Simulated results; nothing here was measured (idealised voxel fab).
The process module that follows is named voxel capacitor over wiring.
The width of the displayed cross-section, cut, is 145 nm; its cells are square, with a size of 5 nm.
Cross-section, as written here: a square-cell grid given band by band from the top down, where a band holds one or more rows of cells.
First you get the band's top height and its bottom height, in nm, and then the materials it's made of, left to right, with each width in nm. If you see a single material with "everywhere", that one covers the band edge to edge. "air" is empty space.
Heights are expressed relative to 0, this being the level below which the as-received wafer comprises one material exclusively. The lowest band is unbounded in the downward direction and is denoted as in "from 0 down".
It should be noted that a width expressed as "30 to 40" varies in equal increments from row to row of cells within the band, taking the value of the first number at the top row and that of the second number at the bottom row.
For the purposes of this document, the phrase "identical to before" attached to a step denotes that no cell within the cross-section was modified by that step.
Heads up: "Sealed void listing" only lists the empty pockets with no open path to the top that are 8 cells or more, and it writes them as width x height at distance, distance from the left edge, in nm.
Formally, on a step line, whatever follows the settings is a remark that the simulator itself makes on the step.
overlay nm, on a step with a mask: how far to the right of its planned place the mask lay; to the left if negative

## Below is the list of planned process steps
1 op RECEIVE | material Si
2 op CONFORMAL_DEP | material SiO2 | thk nm 10
3 op CONFORMAL_DEP | material SiN | thk nm 5
4 op DIRECTIONAL_DEP | material SiO2 | thk nm 15
5 op PATTERN | tone open | mask id METAL_1 | material resist | width nm 20 | pitch nm 75 | thk nm 15 | overlay nm 0
6 op DIRECTIONAL_ETCH | etch materials SiO2 | depth nm 15
7 op DIRECTIONAL_ETCH | etch materials SiN | depth nm 5
8 op STRIP | etch materials resist
9 op CONFORMAL_DEP | material TiN | thk nm 5
10 op FILL_DEP | material Cu | thk nm 5
11 op CMP | height nm 30
12 op CONFORMAL_DEP | material SiCN | thk nm 5
13 op DIRECTIONAL_DEP | material SiO2 | thk nm 20
14 op PATTERN | tone open | mask id PLUG_1 | material resist | width nm 15 | thk nm 15 | overlay nm 0
15 op DIRECTIONAL_ETCH | etch materials SiO2 | depth nm 20
16 op DIRECTIONAL_ETCH | etch materials SiCN | depth nm 5
17 op STRIP | etch materials resist
18 op CONFORMAL_DEP | material TiN | thk nm 5
19 op FILL_DEP | material Cu | thk nm 10
20 op CMP | height nm 55
21 op DIRECTIONAL_DEP | material TiN | thk nm 5
22 op DIRECTIONAL_DEP | material SiN | thk nm 5
23 op DIRECTIONAL_DEP | material TiN | thk nm 5
24 op PATTERN | tone cover | mask id UPPER_PLATE | material resist | width nm 60 | thk nm 15 | overlay nm 0
25 op DIRECTIONAL_ETCH | etch materials TiN | depth nm 5
26 op DIRECTIONAL_ETCH | etch materials SiN | depth nm 5
27 op STRIP | etch materials resist
28 op PATTERN | tone cover | mask id LOWER_PLATE | material resist | width nm 70 | thk nm 20 | overlay nm 0
29 op DIRECTIONAL_ETCH | etch materials TiN | depth nm 5
30 op STRIP | etch materials resist
31 op FILL_DEP | material SiO2 | thk nm 20
32 op CMP | height nm 85
33 op PATTERN | tone open | mask id PLUG_2 | material resist | width nm 15 | thk nm 15 | overlay nm -15
34 op DIRECTIONAL_ETCH | etch materials SiO2 | depth nm 15
35 op STRIP | etch materials resist
36 op CONFORMAL_DEP | material TiN | thk nm 5
37 op FILL_DEP | material Ru | thk nm 10
38 op CMP | height nm 85
39 op CONFORMAL_DEP | material SiN | thk nm 5
All wafers enter the flow in the same state. The overlay nm at step 33 differs from wafer to wafer, and the plan gives the value for the first wafer.

## First of several wafers (as received, post step 1), cross-sectional view
* from 0 down = Si everywhere
* Sealed void listing: none

## Quick key for the table: a row per wafer, taken at the end of the module. For each material it tells you how many cells the wafer gained (+) or lost (-) since it came in, and the closed voids come after
overlay nm -15; +16 Cu; +2 Ru; +26 SiCN; +62 SiN; +352 SiO2; +64 TiN; Sealed void listing: none
overlay nm -10; +16 Cu; +2 Ru; +26 SiCN; +62 SiN; +352 SiO2; +64 TiN; Sealed void listing: none
overlay nm -5; +16 Cu; +2 Ru; +26 SiCN; +62 SiN; +352 SiO2; +64 TiN; Sealed void listing: none
overlay nm 0; +16 Cu; +2 Ru; +26 SiCN; +62 SiN; +352 SiO2; +64 TiN; Sealed void listing: none
overlay nm 5; +16 Cu; +2 Ru; +26 SiCN; +62 SiN; +352 SiO2; +64 TiN; Sealed void listing: none
overlay nm 10; +16 Cu; +2 Ru; +26 SiCN; +62 SiN; +352 SiO2; +64 TiN; Sealed void listing: none
overlay nm 15; +16 Cu; +2 Ru; +26 SiCN; +62 SiN; +352 SiO2; +64 TiN; Sealed void listing: none
